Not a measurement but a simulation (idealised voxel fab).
process module | voxel self aligned vias
cross-section cut | 190 nm wide | cells 5 nm
A cross-section is a grid of square cells, given in bands from the top down. A band is one or more rows of cells.
Each band's line starts with the height of the band's top and of its bottom, in nm. Then come its materials from left to right, each with its width in nm. One material with "throughout" fills the band from edge to edge. "air" is empty space.
Height 0 is the level under which the wafer as received is all one material. The lowest band goes on downwards, as in "0 down".
A width such as "30 to 40" changes by the same amount from each row of cells to the next, from the band's top row to its bottom row.
"no change" after a step means that no cell of the cross-section changed.
closed voids: empty space of 8 cells or more with no open way to the top, each as width x height at its distance from the left edge, in nm
after a step's settings: what the simulator itself notes on the step
overlay nm, on a step with a mask: how far to the right of its planned place the mask lay; to the left if negative
plan
1 op RECEIVE | material Si
2 op CONFORMAL_DEP | material SiO2 | thk nm 10
3 op CONFORMAL_DEP | material SiCN | thk nm 5
4 op DIRECTIONAL_DEP | material lowk | thk nm 20
5 op PATTERN | tone open | mask id LINES | material resist | width nm 25 | pitch nm 65 | thk nm 20 | overlay nm 0
6 op DIRECTIONAL_ETCH | etch materials lowk | depth nm 20
7 op STRIP | etch materials resist
8 op CONFORMAL_DEP | material TiN | thk nm 5
9 op FILL_DEP | material Ru | thk nm 10
10 op CMP | height nm 35
11 op SELECTIVE_ETCH | etch materials W Ru TiN | depth nm 5
12 op FILL_DEP | material SiN | thk nm 5
13 op CMP | height nm 35
14 op DIRECTIONAL_DEP | material lowk | thk nm 20
15 op MASKED_ETCH | tone open | mask id VIAS | width nm 35 | etch materials lowk | depth nm 20 | overlay nm 0
16 op MASKED_ETCH | tone open | mask id VIAS | width nm 35 | etch materials SiN | depth nm 5 | overlay nm 0
17 op CONFORMAL_DEP | material TiN | thk nm 5
18 op FILL_DEP | material Ru | thk nm 5
19 op CMP | height nm 55
20 op CONFORMAL_DEP | material SiCN | thk nm 5
varied across the wafers: thk nm of step 8. The plan shows the first wafer's value. All wafers start alike
first wafer as received, after step 1
  0 down: Si throughout
  closed voids: none
each wafer at the end: cells of each material gained (+) or lost (-) since it was received, then its closed voids
thk nm 5 | +30 Ru | +76 SiCN | +5 SiN | +76 SiO2 | +33 TiN | +236 lowk | closed voids: none
thk nm 10 | +20 Ru | +76 SiCN | +5 SiN | +76 SiO2 | +43 TiN | +236 lowk | closed voids: none
thk nm 15 | +18 Ru | +76 SiCN | +5 SiN | +76 SiO2 | +45 TiN | +236 lowk | closed voids: none
thk nm 20 | +18 Ru | +76 SiCN | +5 SiN | +76 SiO2 | +45 TiN | +236 lowk | closed voids: none
